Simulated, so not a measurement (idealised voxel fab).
process module | voxel tone inversion
cross-section cut | 215 nm wide | cells 5 nm
A cross-section is a grid of square cells, given in bands from the top down. A band is one or more rows of cells.
Each band's line starts with the height of the band's top and of its bottom, in nm. Then come its materials from left to right, each with its width in nm. One material with "throughout" fills the band from edge to edge. "air" is empty space.
Height 0 is the level under which the wafer as received is all one material. The lowest band goes on downwards, as in "0 down".
A width such as "30 to 40" changes by the same amount from each row of cells to the next, from the band's top row to its bottom row.
"no change" after a step means that no cell of the cross-section changed.
closed voids: empty space of 8 cells or more with no open way to the top, each as width x height at its distance from the left edge, in nm
after a step's settings: what the simulator itself notes on the step
overlay nm, on a step with a mask: how far to the right of its planned place the mask lay; to the left if negative
plan
1 op RECEIVE | material Si
2 op CONFORMAL_DEP | material SiN | thk nm 5
3 op DIRECTIONAL_DEP | material polySi | thk nm 15
4 op PATTERN | tone cover | mask id POSTS | material resist | width nm 20 | pitch nm 40 | thk nm 20 | overlay nm 0
5 op DIRECTIONAL_ETCH | etch materials polySi | depth nm 15
6 op STRIP | etch materials resist
7 op FILL_DEP | material SiO2 | thk nm 5
8 op CMP | height nm 20
9 op STRIP | etch materials polySi
first wafer, as planned
as received, after step 1
  0 down: Si throughout
  closed voids: none
after step 2
  5 to 0: SiN throughout
  below 0: unchanged
after step 3
  20 to 5: polySi throughout
  below 5: unchanged
after step 4
  40 to 20: air 35 | resist 20 | air 20 | resist 20 | air 20 | resist 20 | air 20 | resist 20 | air 40
  below 20: unchanged
after step 5
  40 to 20: air 35 | resist 20 | air 20 | resist 20 | air 20 | resist 20 | air 20 | resist 20 | air 40
  20 to 5: air 35 | polySi 20 | air 20 | polySi 20 | air 20 | polySi 20 | air 20 | polySi 20 | air 40
  below 5: unchanged
after step 6
  20 to 5: air 35 | polySi 20 | air 20 | polySi 20 | air 20 | polySi 20 | air 20 | polySi 20 | air 40
  below 5: unchanged
after step 7
  25 to 20: SiO2 throughout
  20 to 5: SiO2 35 | polySi 20 | SiO2 20 | polySi 20 | SiO2 20 | polySi 20 | SiO2 20 | polySi 20 | SiO2 40
  below 5: unchanged
after step 8
  20 to 5: SiO2 35 | polySi 20 | SiO2 20 | polySi 20 | SiO2 20 | polySi 20 | SiO2 20 | polySi 20 | SiO2 40
  below 5: unchanged
after step 9
  20 to 5: SiO2 35 | air 20 | SiO2 20 | air 20 | SiO2 20 | air 20 | SiO2 20 | air 20 | SiO2 40
  below 5: unchanged
second wafer: like start, like plan, one mistake. Through step 7 it matches the first wafer
when step 8 should have ended
  10 to 5: SiO2 35 | polySi 20 | SiO2 20 | polySi 20 | SiO2 20 | polySi 20 | SiO2 20 | polySi 20 | SiO2 40
  below 5: unchanged
when step 9 should have ended
  10 to 5: SiO2 35 | air 20 | SiO2 20 | air 20 | SiO2 20 | air 20 | SiO2 20 | air 20 | SiO2 40
  below 5: unchanged
what went wrong: step 8 ran as: op CMP | height nm 10
at the end the second wafer has, in cells: 54 fewer of SiO2
